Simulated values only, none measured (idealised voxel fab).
Process module, titled voxel released beams
The cross-section shown here is cut; it is 155 nm wide and divided into square cells measuring 5 nm on a side.
Format of a cross-section: grid, square cells. Given as bands. Order: top down. Band: one or more rows of cells.
What a band's entry tells you: where the top is and where the bottom is, as heights in nm, and after that what lies inside, material by material from left to right, each with its width in nm. Empty space is written as the word "air", and a single material marked with the word "edge to edge" occupies the band from edge to edge.
All heights in this document are referenced to 0, defined as the level beneath which the wafer, as received, consists entirely of one material. The lowest band is not bounded below; it extends indefinitely downward and is written in the form "0 -> down".
A two-number width, for instance "30..40", indicates that the width is equal to the first number in the top row of the band and to the second number in the bottom row, and that it changes by a constant amount per row of cells.
Where the words "all unchanged" appear for a step, the cross-section shows no cell changed by that step; every cell remained as before.
The label "Trapped cavities" introduces a list of the empty spaces, 8 cells or larger, that have no open way up to the top; each entry in it reads width x height at distance, where the distance is taken from the left edge and all three are stated in nm.
Where a step's line continues beyond its settings, the continuation is a remark by the simulator itself on that step.
The line of a step may include "overlay nm". On a step with a mask, this value is how far to the right of its planned place the mask lay. A negative value means the mask lay to the left.
-- This section lists the process steps that were planned
1) RECEIVE (material Si)
2) CONFORMAL_DEP (material SiN; thk nm 10)
3) DIRECTIONAL_DEP (material SiO2; thk nm 20)
4) MASKED_ETCH (tone open; mask id ANCHOR; width nm 45; etch materials SiO2; depth nm 20; overlay nm 0)
5) CONFORMAL_DEP (material polySi; thk nm 15)
6) PATTERN (tone cover; mask id BEAM; material resist; width nm 100; thk nm 15; overlay nm 0)
7) DIRECTIONAL_ETCH (etch materials polySi; depth nm 15)
8) STRIP (etch materials resist)
9) STRIP (etch materials SiO2)
-- Step 1 complete: cross-section of the wafer as received
    0 -> down: Si edge to edge
    Trapped cavities: none
-- Figure: cross-sectional view of the wafer upon completion of the module, processed from the initial state and according to the plan depicted above, with one error introduced during execution
    45 -> 30: air: 25 | polySi: 65 | air: 65
    30 -> 25: air: 15 | polySi: 15 | SiO2: 45 | polySi: 15 | air: 65
    25 -> 10: air: 15 | polySi: 15 | SiO2: 45 | polySi: 50 | air: 30
    10 -> 0: SiN edge to edge
    0 -> down: Si edge to edge
    Trapped cavities: none
Plan not followed: step 4 was processed under conditions differing from the plan, specifically as MASKED_ETCH (tone cover; mask id ANCHOR; width nm 45; etch materials SiO2; depth nm 20; overlay nm 0)
